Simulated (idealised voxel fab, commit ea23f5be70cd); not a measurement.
The following is a process module called voxel transistor to metal.
We display cut, a cross-section 295 nm in width whose square cells are each 5 nm.
Heads up, the way a cross-section reads in here is a grid of square cells, handed over as bands from the top down, with every band being one or more rows of cells. What a band's entry tells you: where the top is and where the bottom is, as heights in nm, and after that what lies inside, material by material from left to right, each with its width in nm. Empty space is written as the word "empty", and a single material marked with the word "all across" occupies the band from edge to edge. Measure heights from 0. That's the level where, below it, the as-received wafer is all one material. The lowest band is bottomless and extends downward; write it as in "z 0 and below". A width given as "30 to 40" starts at the first number in the band's top row and ends at the second number in its bottom row, shifting by an equal amount at every step from row to row. You'll sometimes find "remained unchanged" written for a step, and that's the way of saying that nowhere in the cross-section did a cell change during that step. Reported under the label "Closed cavities" are the empty spaces having no open way to the top and comprising 8 cells or more; the notation for each is width x height at distance, in which the distance is measured from the left edge and all three values are in nm. It should be noted that, on the line of a given step, the content following the step's settings is a remark produced by the simulator itself with respect to that step. "overlay nm" answers the question of how far to the right of plan the mask lay on a step that has a mask, and when it is negative the answer is to the left.
Listed below are the process steps as planned:
| 1 | RECEIVE,material Si |
| 2 | OXIDIZE,depth nm 5 |
| 3 | CONFORMAL_DEP,material SiN,thk nm 10 |
| 4 | PATTERN,tone cover,mask id ACTIVE,material resist,width nm 110,pitch nm 130,thk nm 15,overlay nm 0 |
| 5 | DIRECTIONAL_ETCH,etch materials SiN,depth nm 10 |
| 6 | DIRECTIONAL_ETCH,etch materials SiO2,depth nm 5 |
| 7 | DIRECTIONAL_ETCH,etch materials Si,depth nm 35 |
| 8 | STRIP,etch materials resist |
| 9 | FILL_DEP,material SiO2,thk nm 5 |
| 10 | CMP,height nm 10 |
| 11 | SELECTIVE_ETCH,etch materials SiO2,depth nm 10 |
| 12 | STRIP,etch materials SiN |
| 13 | SELECTIVE_ETCH,etch materials SiO2,depth nm 5 |
| 14 | OXIDIZE,depth nm 5 |
| 15 | DIRECTIONAL_DEP,material polySi,thk nm 25 |
| 16 | DIRECTIONAL_DEP,material SiCN,thk nm 10 |
| 17 | MASKED_ETCH,tone cover,mask id GATE,width nm 20,pitch nm 130,etch materials SiCN,depth nm 20,overlay nm 0 |
| 18 | MASKED_ETCH,tone cover,mask id GATE,width nm 30,pitch nm 130,etch materials polySi,depth nm 35,overlay nm 0 |
| 19 | CONFORMAL_DEP,material SiN,thk nm 5 |
| 20 | DIRECTIONAL_ETCH,etch materials SiN,depth nm 5 |
| 21 | DIRECTIONAL_ETCH,etch materials SiO2,depth nm 5 |
| 22 | DIRECTIONAL_ETCH,etch materials Si,depth nm 15 |
| 23 | EPI,material nSi,thk nm 15 |
| 24 | FILL_DEP,material SiO2,thk nm 10 |
| 25 | CMP,height nm 20 |
| 26 | STRIP,etch materials polySi |
| 27 | SELECTIVE_ETCH,etch materials SiO2,depth nm 5 |
| 28 | CONFORMAL_DEP,material HfO2,thk nm 5 |
| 29 | CONFORMAL_DEP,material TiN,thk nm 5 |
| 30 | FILL_DEP,material W,thk nm 5 |
| 31 | CMP,height nm 15 |
| 32 | DIRECTIONAL_DEP,material SiO2,thk nm 15 |
| 33 | PATTERN,tone open,mask id CONTACT,material resist,width nm 15,thk nm 20,overlay nm 0 |
| 34 | DIRECTIONAL_ETCH,etch materials SiO2,depth nm 40 |
| 35 | STRIP,etch materials resist |
| 36 | CONFORMAL_DEP,material TiN,thk nm 5 |
| 37 | FILL_DEP,material Ru,thk nm 10 |
| 38 | CMP,height nm 30 |
| 39 | DIRECTIONAL_DEP,material TiN,thk nm 5 |
| 40 | DIRECTIONAL_DEP,material W,thk nm 15 |
| 41 | PATTERN,tone cover,mask id METAL_1,material resist,width nm 15,thk nm 20,overlay nm 0 |
| 42 | DIRECTIONAL_ETCH,etch materials W,depth nm 15 |
| 43 | DIRECTIONAL_ETCH,etch materials TiN,depth nm 5 |
| 44 | STRIP,etch materials resist |
| 45 | CONFORMAL_DEP,material SiCN,thk nm 5 |
| 46 | FILL_DEP,material lowk,thk nm 10 |
| 47 | CMP,height nm 50 |
| 48 | CONFORMAL_DEP,material SiCN,thk nm 5 |
The width nm used in step 17 is not the same on every wafer, whereas the starting condition is; the value printed in the plan is the first wafer's.
Step 1 complete: as-received cross-section of the first of several wafers:
    z 0 and below | Si all across
    Closed cavities: none
First of several wafers, sectioned at end of module (last step: step 48):
    z 55 to 50 | SiCN all across
    z 50 to 35 | 30 lowk; 5 SiCN; 15 W; 5 SiCN; 50 lowk; 5 SiCN; 15 W; 5 SiCN; 30 lowk; 5 SiCN; 15 W; 5 SiCN; 50 lowk; 5 SiCN; 15 W; 5 SiCN; 35 lowk
    z 35 to 30 | 35 SiCN; 15 TiN; 60 SiCN; 15 TiN; 40 SiCN; 15 TiN; 60 SiCN; 15 TiN; 40 SiCN
    z 30 to 15 | 35 SiO2; 5 TiN; 5 Ru; 5 TiN; 60 SiO2; 5 TiN; 5 Ru; 5 TiN; 40 SiO2; 5 TiN; 5 Ru; 5 TiN; 60 SiO2; 5 TiN; 5 Ru; 5 TiN; 40 SiO2
    z 15 to 10 | 35 SiO2; 5 TiN; 5 Ru; 5 TiN; 10 SiO2; 5 SiN; 5 HfO2; 5 TiN; 10 W; 5 TiN; 5 HfO2; 5 SiN; 10 SiO2; 5 TiN; 5 Ru; 5 TiN; 40 SiO2; 5 TiN; 5 Ru; 5 TiN; 10 SiO2; 5 SiN; 5 HfO2; 5 TiN; 10 W; 5 TiN; 5 HfO2; 5 SiN; 10 SiO2; 5 TiN; 5 Ru; 5 TiN; 40 SiO2
    z 10 to 5 | 35 SiO2; 15 TiN; 10 SiO2; 5 SiN; 5 HfO2; 5 TiN; 10 W; 5 TiN; 5 HfO2; 5 SiN; 10 SiO2; 15 TiN; 40 SiO2; 15 TiN; 10 SiO2; 5 SiN; 5 HfO2; 5 TiN; 10 W; 5 TiN; 5 HfO2; 5 SiN; 10 SiO2; 15 TiN; 40 SiO2
    z 5 to 0 | 35 SiO2; 10 TiN; 15 nSi; 5 SiN; 5 HfO2; 5 TiN; 10 W; 5 TiN; 5 HfO2; 5 SiN; 15 nSi; 10 TiN; 40 SiO2; 10 TiN; 15 nSi; 5 SiN; 5 HfO2; 5 TiN; 10 W; 5 TiN; 5 HfO2; 5 SiN; 15 nSi; 10 TiN; 40 SiO2
    z 0 to -5 | 35 SiO2; 10 TiN; 15 nSi; 5 SiN; 5 HfO2; 20 TiN; 5 HfO2; 5 SiN; 15 nSi; 10 TiN; 40 SiO2; 10 TiN; 15 nSi; 5 SiN; 5 HfO2; 20 TiN; 5 HfO2; 5 SiN; 15 nSi; 10 TiN; 40 SiO2
    z -5 to -10 | 35 SiO2; 10 TiN; 15 nSi; 40 HfO2; 15 nSi; 10 TiN; 40 SiO2; 10 TiN; 15 nSi; 40 HfO2; 15 nSi; 10 TiN; 40 SiO2
    z -10 to -25 | 25 SiO2; 35 nSi; 40 Si; 35 nSi; 20 SiO2; 35 nSi; 40 Si; 35 nSi; 30 SiO2
    z -25 to -40 | 25 SiO2; 110 Si; 20 SiO2; 110 Si; 30 SiO2
    z -40 and below | Si all across
    Closed cavities: none
Here's the last wafer cross-sectioned at the end of the module:
    z 55 to 50 | SiCN all across
    z 50 to 35 | 30 lowk; 5 SiCN; 15 W; 5 SiCN; 50 lowk; 5 SiCN; 15 W; 5 SiCN; 30 lowk; 5 SiCN; 15 W; 5 SiCN; 50 lowk; 5 SiCN; 15 W; 5 SiCN; 35 lowk
    z 35 to 30 | 35 SiCN; 15 TiN; 60 SiCN; 15 TiN; 40 SiCN; 15 TiN; 60 SiCN; 15 TiN; 40 SiCN
    z 30 to 15 | 35 SiO2; 5 TiN; 5 Ru; 5 TiN; 60 SiO2; 5 TiN; 5 Ru; 5 TiN; 40 SiO2; 5 TiN; 5 Ru; 5 TiN; 60 SiO2; 5 TiN; 5 Ru; 5 TiN; 40 SiO2
    z 15 to 10 | 35 SiO2; 5 TiN; 5 Ru; 5 TiN; 5 SiO2; 5 SiN; 5 HfO2; 5 TiN; 25 W; 5 TiN; 5 HfO2; 5 SiN; 5 TiN; 5 Ru; 5 TiN; 40 SiO2; 5 TiN; 5 Ru; 5 TiN; 5 SiO2; 5 SiN; 5 HfO2; 5 TiN; 25 W; 5 TiN; 5 HfO2; 5 SiN; 5 TiN; 5 Ru; 5 TiN; 40 SiO2
    z 10 to 5 | 35 SiO2; 15 TiN; 5 SiO2; 5 SiN; 5 HfO2; 5 TiN; 25 W; 5 TiN; 5 HfO2; 5 SiN; 15 TiN; 40 SiO2; 15 TiN; 5 SiO2; 5 SiN; 5 HfO2; 5 TiN; 25 W; 5 TiN; 5 HfO2; 5 SiN; 15 TiN; 40 SiO2
    z 5 to 0 | 35 SiO2; 5 TiN; 15 nSi; 5 SiN; 5 HfO2; 5 TiN; 25 W; 5 TiN; 5 HfO2; 5 SiN; 15 nSi; 40 SiO2; 5 TiN; 15 nSi; 5 SiN; 5 HfO2; 5 TiN; 25 W; 5 TiN; 5 HfO2; 5 SiN; 15 nSi; 40 SiO2
    z 0 to -5 | 35 SiO2; 5 TiN; 15 nSi; 5 SiN; 5 HfO2; 35 TiN; 5 HfO2; 5 SiN; 15 nSi; 40 SiO2; 5 TiN; 15 nSi; 5 SiN; 5 HfO2; 35 TiN; 5 HfO2; 5 SiN; 15 nSi; 40 SiO2
    z -5 to -10 | 35 SiO2; 5 TiN; 15 nSi; 55 HfO2; 15 nSi; 40 SiO2; 5 TiN; 15 nSi; 55 HfO2; 15 nSi; 40 SiO2
    z -10 to -25 | 25 SiO2; 30 nSi; 55 Si; 25 nSi; 20 SiO2; 30 nSi; 55 Si; 25 nSi; 30 SiO2
    z -25 to -40 | 25 SiO2; 110 Si; 20 SiO2; 110 Si; 30 SiO2
    z -40 and below | Si all across
    Closed cavities: none
Quick key for the table: a row per wafer, taken at the end of the module. For each material it tells you how many cells the wafer gained (+) or lost (-) since it came in, and the closed voids come after:
width nm 20 | +32 HfO2 | +16 Ru | -292 Si | +130 SiCN | +16 SiN | +362 SiO2 | +100 TiN | +48 W | +117 lowk | +120 nSi | Closed cavities: none
width nm 25 | +32 HfO2 | +16 Ru | -292 Si | +130 SiCN | +16 SiN | +362 SiO2 | +100 TiN | +48 W | +117 lowk | +120 nSi | Closed cavities: none
width nm 30 | +32 HfO2 | +16 Ru | -292 Si | +130 SiCN | +16 SiN | +362 SiO2 | +100 TiN | +48 W | +117 lowk | +120 nSi | Closed cavities: none
width nm 35 | +34 HfO2 | +16 Ru | -286 Si | +130 SiCN | +16 SiN | +358 SiO2 | +96 TiN | +54 W | +117 lowk | +114 nSi | Closed cavities: none
width nm 40 | +36 HfO2 | +16 Ru | -280 Si | +130 SiCN | +16 SiN | +354 SiO2 | +92 TiN | +60 W | +117 lowk | +108 nSi | Closed cavities: none
width nm 45 | +38 HfO2 | +16 Ru | -274 Si | +130 SiCN | +16 SiN | +350 SiO2 | +88 TiN | +66 W | +117 lowk | +102 nSi | Closed cavities: none
